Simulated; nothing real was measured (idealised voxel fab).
The following is a process module called voxel plated lines.
The cross-section on display is named cut; it measures 240 nm wide, and its cells are 5 nm squares.
Cross-section = grid of square cells, listed top down in bands; band = one or more rows. Band: top height; bottom height; in nm. Then, left to right: material with width in nm, for each material. "throughout": a single material spanning edge to edge. "empty": empty space. For the purposes of this specification, 0 denotes the height below which the wafer in its as-received condition is composed wholly of one material, and the lowermost band, lacking a lower limit, extends downward without end, as expressed in "0 nm and below". A two-number width, for instance "30->40", indicates that the width is equal to the first number in the top row of the band and to the second number in the bottom row, and that it changes by a constant amount per row of cells. The designation "remains unaltered", where it is given for a processing step, indicates that no cell of the cross-section was altered in the course of that step. "Trapped cavities" enumerates empty spaces isolated from the top, with no open way to it, that contain at least 8 cells, giving each as width x height at distance from the left edge, all three in nm. Where a step's line continues beyond its settings, the continuation is a remark by the simulator itself on that step. overlay nm: step with mask; distance mask lay right of planned place; negative value = left of planned place.
The following list gives the planned process steps:
1 RECEIVE | material Si
2 CONFORMAL_DEP | material Al2O3 | thk nm 5
3 DIRECTIONAL_DEP | material TiN | thk nm 5
4 PATTERN | tone open | mask id LINES | material resist | width nm 20 | pitch nm 50 | thk nm 40 | overlay nm -15
5 EPI | material Ru | thk nm 10
6 EPI | material Ru | thk nm 10
7 EPI | material Ru | thk nm 5
8 STRIP | etch materials resist
9 DIRECTIONAL_ETCH | etch materials TiN | depth nm 5
10 CONFORMAL_DEP | material SiO2 | thk nm 10
Split variable: overlay nm, step 4. Plan value = first wafer. Wafers start alike.
Sectional view: first of several wafers, as received, after step 1:
0 nm and below: Si throughout
Trapped cavities: none
The following table contains a row per wafer, in which are reported, at the conclusion of the module, the cells of each material gained (+) or lost (-) since the wafer's receipt, with its closed voids given thereafter:
overlay nm -15; +48 Al2O3; +80 Ru; +192 SiO2; +16 TiN; Trapped cavities: none
overlay nm -10; +48 Al2O3; +80 Ru; +192 SiO2; +16 TiN; Trapped cavities: none
overlay nm -5; +48 Al2O3; +80 Ru; +192 SiO2; +16 TiN; Trapped cavities: none
overlay nm 0; +48 Al2O3; +80 Ru; +192 SiO2; +16 TiN; Trapped cavities: none
overlay nm 5; +48 Al2O3; +80 Ru; +192 SiO2; +16 TiN; Trapped cavities: none
overlay nm 10; +48 Al2O3; +80 Ru; +192 SiO2; +16 TiN; Trapped cavities: none
overlay nm 15; +48 Al2O3; +80 Ru; +192 SiO2; +16 TiN; Trapped cavities: none
